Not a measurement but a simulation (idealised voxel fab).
This is a process module. Its name is voxel self aligned vias.
Square cells of 5 nm make up the cross-section cut, whose width is 260 nm.
Bands, listed from the top down, are how a cross-section gets written in this document; the cross-section itself is a grid of square cells, and a band is one or more rows of them. First you get the band's top height and its bottom height, in nm, and then the materials it's made of, left to right, with each width in nm. If you see a single material with "full width", that one covers the band edge to edge. "air" is empty space. Zero point of the height axis is 0; under it, received wafer = one material. Lowest band: continues down indefinitely, "0 and below". So if you see something like "30 to 40" for the width, read it as the top row of the band sitting at the first number and the bottom row at the second, with every row in between moving by the same amount as the last. Reading "everything unchanged" for a step: not a cell of the cross-section changed in it. Voids not open to the top, 8 cells minimum: see "Sealed-off cavities". Written width x height at distance; distance is from the left edge; nm. On a step's line, text after the settings is the simulator commenting on that step. For masked steps, "overlay nm" on the step line gives how far right of plan the mask actually lay; a minus sign means it lay to the left.

plan
1. op RECEIVE | material Si
2. op CONFORMAL_DEP | material SiO2 | thk nm 15
3. op CONFORMAL_DEP | material SiCN | thk nm 5
4. op DIRECTIONAL_DEP | material lowk | thk nm 25
5. op DIRECTIONAL_DEP | material aC | thk nm 10
6. op PATTERN | tone open | mask id LINES | material resist | width nm 30 | pitch nm 65 | thk nm 25 | overlay nm 0
7. op DIRECTIONAL_ETCH | etch materials aC | depth nm 10
8. op STRIP | etch materials resist
9. op DIRECTIONAL_ETCH | etch materials lowk | depth nm 25
10. op STRIP | etch materials aC
11. op CONFORMAL_DEP | material TiN | thk nm 5
12. op FILL_DEP | material W | thk nm 5
13. op CMP | height nm 45
14. op SELECTIVE_ETCH | etch materials W Ru TiN | depth nm 10
15. op FILL_DEP | material SiN | thk nm 10
16. op CMP | height nm 45
17. op DIRECTIONAL_DEP | material lowk | thk nm 15
18. op PATTERN | tone open | mask id VIAS | material resist | width nm 50 | pitch nm 65 | thk nm 15 | overlay nm -15
19. op DIRECTIONAL_ETCH | etch materials lowk | depth nm 15
20. op DIRECTIONAL_ETCH | etch materials SiN | depth nm 10
21. op STRIP | etch materials resist
22. op CONFORMAL_DEP | material TiN | thk nm 5
23. op FILL_DEP | material Ru | thk nm 10
24. op CMP | height nm 60
25. op CONFORMAL_DEP | material SiCN | thk nm 5
Don't read the plan's overlay nm for step 18 as applying to every wafer: that's the first wafer's value, and the wafers differ in it, though they all start identical.

So this is the first of several wafers, cross-sectioned as it came to us, meaning it's at the end of step 1
0 and below  Si full width
Sealed-off cavities: none

The following table contains a row per wafer, in which are reported, at the conclusion of the module, the cells of each material gained (+) or lost (-) since the wafer's receipt, with its closed voids given thereafter
overlay nm -15 | +44 Ru | +104 SiCN | +4 SiN | +156 SiO2 | +56 TiN | +16 W | +296 lowk | Sealed-off cavities: none
overlay nm -10 | +48 Ru | +104 SiCN | +156 SiO2 | +56 TiN | +16 W | +296 lowk | Sealed-off cavities: none
overlay nm -5 | +48 Ru | +104 SiCN | +156 SiO2 | +56 TiN | +16 W | +296 lowk | Sealed-off cavities: none
overlay nm 0 | +48 Ru | +104 SiCN | +156 SiO2 | +56 TiN | +16 W | +296 lowk | Sealed-off cavities: none
overlay nm 5 | +48 Ru | +104 SiCN | +156 SiO2 | +56 TiN | +16 W | +296 lowk | Sealed-off cavities: none
overlay nm 10 | +48 Ru | +104 SiCN | +156 SiO2 | +56 TiN | +16 W | +296 lowk | Sealed-off cavities: none
overlay nm 15 | +44 Ru | +104 SiCN | +4 SiN | +156 SiO2 | +56 TiN | +16 W | +296 lowk | Sealed-off cavities: none
